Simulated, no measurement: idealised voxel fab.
process module | voxel self aligned contacts
cross-section cut | 225 nm wide | cells 5 nm
A cross-section is a grid of square cells, given in bands from the top down. A band is one or more rows of cells.
Each band's line starts with the height of the band's top and of its bottom, in nm. Then come its materials from left to right, each with its width in nm. One material with "throughout" fills the band from edge to edge. "air" is empty space.
Height 0 is the level under which the wafer as received is all one material. The lowest band goes on downwards, as in "0 down".
A width such as "30 to 40" changes by the same amount from each row of cells to the next, from the band's top row to its bottom row.
"no change" after a step means that no cell of the cross-section changed.
closed voids: empty space of 8 cells or more with no open way to the top, each as width x height at its distance from the left edge, in nm
after a step's settings: what the simulator itself notes on the step
overlay nm, on a step with a mask: how far to the right of its planned place the mask lay; to the left if negative
plan
1 op RECEIVE | material Si
2 op OXIDIZE | depth nm 5
3 op DIRECTIONAL_DEP | material polySi | thk nm 20
4 op DIRECTIONAL_DEP | material SiN | thk nm 25
5 op DIRECTIONAL_DEP | material aC | thk nm 10
6 op PATTERN | tone cover | mask id GATE | material resist | width nm 25 | pitch nm 70 | thk nm 25 | overlay nm -15
7 op DIRECTIONAL_ETCH | etch materials aC | depth nm 10
8 op STRIP | etch materials resist
9 op DIRECTIONAL_ETCH | etch materials SiN | depth nm 25
10 op DIRECTIONAL_ETCH | etch materials polySi | depth nm 20
11 op STRIP | etch materials aC
12 op CONFORMAL_DEP | material SiN | thk nm 10
13 op DIRECTIONAL_ETCH | etch materials SiN | depth nm 10
14 op FILL_DEP | material SiO2 | thk nm 15
15 op CMP | height nm 50
16 op DIRECTIONAL_DEP | material aC | thk nm 10
17 op PATTERN | tone open | mask id CONTACT | material resist | width nm 55 | pitch nm 70 | thk nm 30 | overlay nm 0
18 op DIRECTIONAL_ETCH | etch materials aC | depth nm 10
19 op STRIP | etch materials resist
20 op DIRECTIONAL_ETCH | etch materials SiO2 | depth nm 55
21 op STRIP | etch materials aC
22 op CONFORMAL_DEP | material TiN | thk nm 5
23 op FILL_DEP | material Ru | thk nm 10
24 op CMP | height nm 50
25 op CONFORMAL_DEP | material SiN | thk nm 5
varied across the wafers: overlay nm of step 6. The plan shows the first wafer's value. All wafers start alike
first wafer as received, after step 1
  0 down: Si throughout
  closed voids: none
first wafer at the end, after step 25
  55 to 50: SiN throughout
  50 to 45: SiO2 50 | TiN 5 | Ru 15 | TiN 35 | SiO2 15 | TiN 5 | Ru 15 | TiN 35 | SiO2 50
  45 to 20: SiO2 5 | SiN 45 | TiN 5 | Ru 15 | TiN 5 | SiN 45 | TiN 5 | Ru 15 | TiN 5 | SiN 45 | SiO2 35
  20 to 0: SiO2 5 | SiN 10 | polySi 25 | SiN 10 | TiN 5 | Ru 15 | TiN 5 | SiN 10 | polySi 25 | SiN 10 | TiN 5 | Ru 15 | TiN 5 | SiN 10 | polySi 25 | SiN 10 | SiO2 35
  0 to -5: SiO2 50 | TiN 25 | SiO2 45 | TiN 25 | SiO2 80
  -5 down: Si throughout
  closed voids: none
last wafer at the end
  55 to 50: SiN throughout
  50 to 45: SiO2 50 | TiN 35 | Ru 15 | TiN 5 | SiO2 15 | TiN 35 | Ru 15 | TiN 5 | SiO2 50
  45 to 20: SiO2 35 | SiN 45 | TiN 5 | Ru 15 | TiN 5 | SiN 45 | TiN 5 | Ru 15 | TiN 5 | SiN 45 | SiO2 5
  20 to 0: SiO2 35 | SiN 10 | polySi 25 | SiN 10 | TiN 5 | Ru 15 | TiN 5 | SiN 10 | polySi 25 | SiN 10 | TiN 5 | Ru 15 | TiN 5 | SiN 10 | polySi 25 | SiN 10 | SiO2 5
  0 to -5: SiO2 80 | TiN 25 | SiO2 45 | TiN 25 | SiO2 50
  -5 down: Si throughout
  closed voids: none
each wafer at the end: cells of each material gained (+) or lost (-) since it was received, then its closed voids
overlay nm -15 | +60 Ru | -45 Si | +228 SiN | +130 SiO2 | +62 TiN | +60 polySi | closed voids: none
overlay nm -10 | +60 Ru | -45 Si | +228 SiN | +130 SiO2 | +62 TiN | +60 polySi | closed voids: none
overlay nm -5 | +60 Ru | -45 Si | +228 SiN | +130 SiO2 | +62 TiN | +60 polySi | closed voids: none
overlay nm 0 | +60 Ru | -45 Si | +228 SiN | +130 SiO2 | +62 TiN | +60 polySi | closed voids: none
overlay nm 5 | +60 Ru | -45 Si | +228 SiN | +130 SiO2 | +62 TiN | +60 polySi | closed voids: none
overlay nm 10 | +60 Ru | -45 Si | +228 SiN | +130 SiO2 | +62 TiN | +60 polySi | closed voids: none
overlay nm 15 | +60 Ru | -45 Si | +228 SiN | +130 SiO2 | +62 TiN | +60 polySi | closed voids: none
